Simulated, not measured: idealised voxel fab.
process module | voxel fin reveal
cross-section cut | 255 nm wide | cells 5 nm
A cross-section is a grid of square cells, given in bands from the top down. A band is one or more rows of cells.
Each band's line starts with the height of the band's top and of its bottom, in nm. Then come its materials from left to right, each with its width in nm. One material with "throughout" fills the band from edge to edge. "air" is empty space.
Height 0 is the level under which the wafer as received is all one material. The lowest band goes on downwards, as in "0 down".
A width such as "30 to 40" changes by the same amount from each row of cells to the next, from the band's top row to its bottom row.
"no change" after a step means that no cell of the cross-section changed.
closed voids: empty space of 8 cells or more with no open way to the top, each as width x height at its distance from the left edge, in nm
after a step's settings: what the simulator itself notes on the step
overlay nm, on a step with a mask: how far to the right of its planned place the mask lay; to the left if negative
plan
1 op RECEIVE | material Si
2 op CONFORMAL_DEP | material SiN | thk nm 10
3 op PATTERN | tone cover | mask id FINS | material resist | width nm 15 | pitch nm 40 | thk nm 15 | overlay nm 0
4 op DIRECTIONAL_ETCH | etch materials SiN | depth nm 10
5 op DIRECTIONAL_ETCH | etch materials Si | depth nm 35
6 op STRIP | etch materials resist
7 op OXIDIZE | depth nm 5
8 op FILL_DEP | material SiO2 | thk nm 10
9 op CMP | height nm 10
10 op SELECTIVE_ETCH | etch materials SiO2 | depth nm 20
11 op STRIP | etch materials SiN
first wafer, as planned
as received, after step 1
  0 down: Si throughout
  closed voids: none
after step 2
  10 to 0: SiN throughout
  below 0: unchanged
after step 3
  25 to 10: air 80 | resist 15 | air 25 | resist 15 | air 25 | resist 15 | air 80
  below 10: unchanged
after step 4
  25 to 10: air 80 | resist 15 | air 25 | resist 15 | air 25 | resist 15 | air 80
  10 to 0: air 80 | SiN 15 | air 25 | SiN 15 | air 25 | SiN 15 | air 80
  below 0: unchanged
after step 5
  25 to 10: air 80 | resist 15 | air 25 | resist 15 | air 25 | resist 15 | air 80
  10 to 0: air 80 | SiN 15 | air 25 | SiN 15 | air 25 | SiN 15 | air 80
  0 to -35: air 80 | Si 15 | air 25 | Si 15 | air 25 | Si 15 | air 80
  below -35: unchanged
after step 6
  10 to 0: air 80 | SiN 15 | air 25 | SiN 15 | air 25 | SiN 15 | air 80
  below 0: unchanged
after step 7
  10 to 0: air 80 | SiN 15 | air 25 | SiN 15 | air 25 | SiN 15 | air 80
  0 to -35: air 80 | SiO2 5 | Si 5 | SiO2 5 | air 25 | SiO2 5 | Si 5 | SiO2 5 | air 25 | SiO2 5 | Si 5 | SiO2 5 | air 80
  -35 to -40: SiO2 85 | Si 5 | SiO2 35 | Si 5 | SiO2 35 | Si 5 | SiO2 85
  below -40: unchanged
after step 8
  20 to 10: SiO2 throughout
  10 to 0: SiO2 80 | SiN 15 | SiO2 25 | SiN 15 | SiO2 25 | SiN 15 | SiO2 80
  0 to -40: SiO2 85 | Si 5 | SiO2 35 | Si 5 | SiO2 35 | Si 5 | SiO2 85
  below -40: unchanged
after step 9
  10 to 0: SiO2 80 | SiN 15 | SiO2 25 | SiN 15 | SiO2 25 | SiN 15 | SiO2 80
  below 0: unchanged
after step 10
  10 to 0: air 80 | SiN 15 | air 25 | SiN 15 | air 25 | SiN 15 | air 80
  0 to -10: air 85 | Si 5 | air 35 | Si 5 | air 35 | Si 5 | air 85
  below -10: unchanged
after step 11
  0 to -10: air 85 | Si 5 | air 35 | Si 5 | air 35 | Si 5 | air 85
  below -10: unchanged
second wafer: like start, like plan, one mistake. Through step 4 it matches the first wafer
when step 5 should have ended
  25 to 10: air 80 | resist 15 | air 25 | resist 15 | air 25 | resist 15 | air 80
  10 to 0: air 80 | SiN 15 | air 25 | SiN 15 | air 25 | SiN 15 | air 80
  0 to -45: air 80 | Si 15 | air 25 | Si 15 | air 25 | Si 15 | air 80
  below -45: unchanged
when step 6 should have ended
  10 to 0: air 80 | SiN 15 | air 25 | SiN 15 | air 25 | SiN 15 | air 80
  below 0: unchanged
when step 7 should have ended
  10 to 0: air 80 | SiN 15 | air 25 | SiN 15 | air 25 | SiN 15 | air 80
  0 to -45: air 80 | SiO2 5 | Si 5 | SiO2 5 | air 25 | SiO2 5 | Si 5 | SiO2 5 | air 25 | SiO2 5 | Si 5 | SiO2 5 | air 80
  -45 to -50: SiO2 85 | Si 5 | SiO2 35 | Si 5 | SiO2 35 | Si 5 | SiO2 85
  below -50: unchanged
when step 8 should have ended
  20 to 10: SiO2 throughout
  10 to 0: SiO2 80 | SiN 15 | SiO2 25 | SiN 15 | SiO2 25 | SiN 15 | SiO2 80
  0 to -50: SiO2 85 | Si 5 | SiO2 35 | Si 5 | SiO2 35 | Si 5 | SiO2 85
  below -50: unchanged
when step 9 should have ended
  10 to 0: SiO2 80 | SiN 15 | SiO2 25 | SiN 15 | SiO2 25 | SiN 15 | SiO2 80
  below 0: unchanged
when step 10 should have ended
  10 to 0: air 80 | SiN 15 | air 25 | SiN 15 | air 25 | SiN 15 | air 80
  0 to -10: air 85 | Si 5 | air 35 | Si 5 | air 35 | Si 5 | air 85
  below -10: unchanged
when step 11 should have ended
  0 to -10: air 85 | Si 5 | air 35 | Si 5 | air 35 | Si 5 | air 85
  below -10: unchanged
what went wrong: step 5 ran as: op DIRECTIONAL_ETCH | etch materials Si | depth nm 45
at the end the second wafer has, in cells: 96 fewer of Si | 96 more of SiO2
